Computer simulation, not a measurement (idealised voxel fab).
Module name: voxel wiring stack (process module)
Displayed cross-section: cut, width of 230 nm, square cells sized 5 nm.
Square cells in a grid make up a cross-section in this document, and the grid is given as bands, listed from the top down, each one or more rows of cells.
Read a band's entry like this: the first values are the height of its top and the height of its bottom in nm, and what follows is the sequence of materials from left to right, each with its width in nm. Note that "air" is empty space, and that a single material marked "all across" reaches across the band from edge to edge.
It should be noted that heights are counted from 0, beneath which the wafer as supplied is of one material throughout, and that the lowest band possesses no lower boundary but continues downward, as written in "from 0 down".
It should be noted that a width expressed as "30->40" varies in equal increments from row to row of cells within the band, taking the value of the first number at the top row and that of the second number at the bottom row.
Key: "remained unchanged" - step with no changed cell in the cross-section.
This entry, "Catalogued sealed voids", enumerates those empty regions of no fewer than 8 cells that possess no open connection to the top. Each region is reported in the form width x height at distance, the distance being taken from the left edge, with all three quantities expressed in nm.
The remark found on a step's line after its settings is issued by the simulator itself and pertains to that step.
The "overlay nm" setting may appear on a step's line; for a step that uses a mask, it gives how far to the right of its planned position the mask lay, and a negative value indicates the left.

## Steps in the process plan
1. RECEIVE with material Si
2. CONFORMAL_DEP with material SiO2, thk nm 15
3. CONFORMAL_DEP with material SiN, thk nm 5
4. DIRECTIONAL_DEP with material lowk, thk nm 15
5. PATTERN with tone open, mask id METAL_1, material resist, width nm 20, pitch nm 50, thk nm 20, overlay nm 0
6. DIRECTIONAL_ETCH with etch materials lowk, depth nm 15
7. DIRECTIONAL_ETCH with etch materials SiN, depth nm 5
8. STRIP with etch materials resist
9. CONFORMAL_DEP with material TiN, thk nm 5
10. FILL_DEP with material W, thk nm 10
11. CMP with height nm 35
12. EPI with material Ru, thk nm 5
13. FILL_DEP with material SiCN, thk nm 5
14. DIRECTIONAL_DEP with material lowk, thk nm 30
15. PATTERN with tone open, mask id METAL_2_HOLES, material resist, width nm 15, pitch nm 50, thk nm 20, overlay nm 0
16. DIRECTIONAL_ETCH with etch materials lowk, depth nm 30
17. STRIP with etch materials resist
18. DIRECTIONAL_DEP with material aC, thk nm 15
19. PATTERN with tone open, mask id METAL_2, material resist, width nm 20, pitch nm 50, thk nm 30, overlay nm 0
20. DIRECTIONAL_ETCH with etch materials aC, depth nm 15
21. STRIP with etch materials resist
22. DIRECTIONAL_ETCH with etch materials lowk, depth nm 20
23. DIRECTIONAL_ETCH with etch materials SiCN, depth nm 5
24. STRIP with etch materials aC
25. CONFORMAL_DEP with material TiN, thk nm 5
26. FILL_DEP with material Cu, thk nm 5
27. CMP with height nm 75
28. CONFORMAL_DEP with material SiCN, thk nm 5
29. DIRECTIONAL_DEP with material lowk, thk nm 25
30. MASKED_ETCH with tone open, mask id METAL_3_HOLES, width nm 15, pitch nm 50, etch materials lowk, depth nm 25, overlay nm 0
31. DIRECTIONAL_DEP with material aC, thk nm 10
32. PATTERN with tone open, mask id METAL_3, material resist, width nm 20, pitch nm 50, thk nm 30, overlay nm 0
33. DIRECTIONAL_ETCH with etch materials aC, depth nm 10
34. STRIP with etch materials resist
35. DIRECTIONAL_ETCH with etch materials lowk, depth nm 15
36. DIRECTIONAL_ETCH with etch materials SiCN, depth nm 5
37. STRIP with etch materials aC
38. CONFORMAL_DEP with material TiN, thk nm 5
39. FILL_DEP with material Ru, thk nm 5
40. CMP with height nm 105
41. CONFORMAL_DEP with material SiN, thk nm 5

## Cross-section of the incoming wafer, state after step 1
> from 0 down = Si all across
> Catalogued sealed voids: none

## The cross-section shown corresponds to the wafer at the conclusion of the module. The initial structure and the process plan are those presented above; however, one mistake occurred in executing the plan
> from 110 to 105 = SiN all across
> from 105 to 95 = 30 lowk | 5 TiN | 5 Ru | 5 TiN | 35 lowk | 5 TiN | 5 Ru | 5 TiN | 35 lowk | 5 TiN | 5 Ru | 5 TiN | 35 lowk | 5 TiN | 5 Ru | 5 TiN | 35 lowk
> from 95 to 90 = 30 lowk | 15 TiN | 35 lowk | 15 TiN | 35 lowk | 15 TiN | 35 lowk | 15 TiN | 35 lowk
> from 90 to 80 = lowk all across
> from 80 to 75 = SiCN all across
> from 75 to 60 = 30 lowk | 5 TiN | 10 Cu | 5 TiN | 30 lowk | 5 TiN | 10 Cu | 5 TiN | 30 lowk | 5 TiN | 10 Cu | 5 TiN | 30 lowk | 5 TiN | 10 Cu | 5 TiN | 30 lowk
> from 60 to 55 = 30 lowk | 5 TiN | 5 Cu | 10 TiN | 30 lowk | 5 TiN | 5 Cu | 10 TiN | 30 lowk | 5 TiN | 5 Cu | 10 TiN | 30 lowk | 5 TiN | 5 Cu | 10 TiN | 30 lowk
> from 55 to 45 = 30 lowk | 5 TiN | 5 Cu | 5 TiN | 35 lowk | 5 TiN | 5 Cu | 5 TiN | 35 lowk | 5 TiN | 5 Cu | 5 TiN | 35 lowk | 5 TiN | 5 Cu | 5 TiN | 35 lowk
> from 45 to 40 = 30 SiCN | 15 TiN | 35 SiCN | 15 TiN | 35 SiCN | 15 TiN | 35 SiCN | 15 TiN | 35 SiCN
> from 40 to 35 = 25 SiCN | 30 Ru | 20 SiCN | 30 Ru | 20 SiCN | 30 Ru | 20 SiCN | 30 Ru | 25 SiCN
> from 35 to 20 = 30 lowk | 5 TiN | 10 W | 5 TiN | 30 lowk | 5 TiN | 10 W | 5 TiN | 30 lowk | 5 TiN | 10 W | 5 TiN | 30 lowk | 5 TiN | 10 W | 5 TiN | 30 lowk
> from 20 to 15 = 30 SiN | 20 TiN | 30 SiN | 20 TiN | 30 SiN | 20 TiN | 30 SiN | 20 TiN | 30 SiN
> from 15 to 0 = SiO2 all across
> from 0 down = Si all across
> Catalogued sealed voids: none
Want to know what went wrong? step 29 of the plan was twice carried out
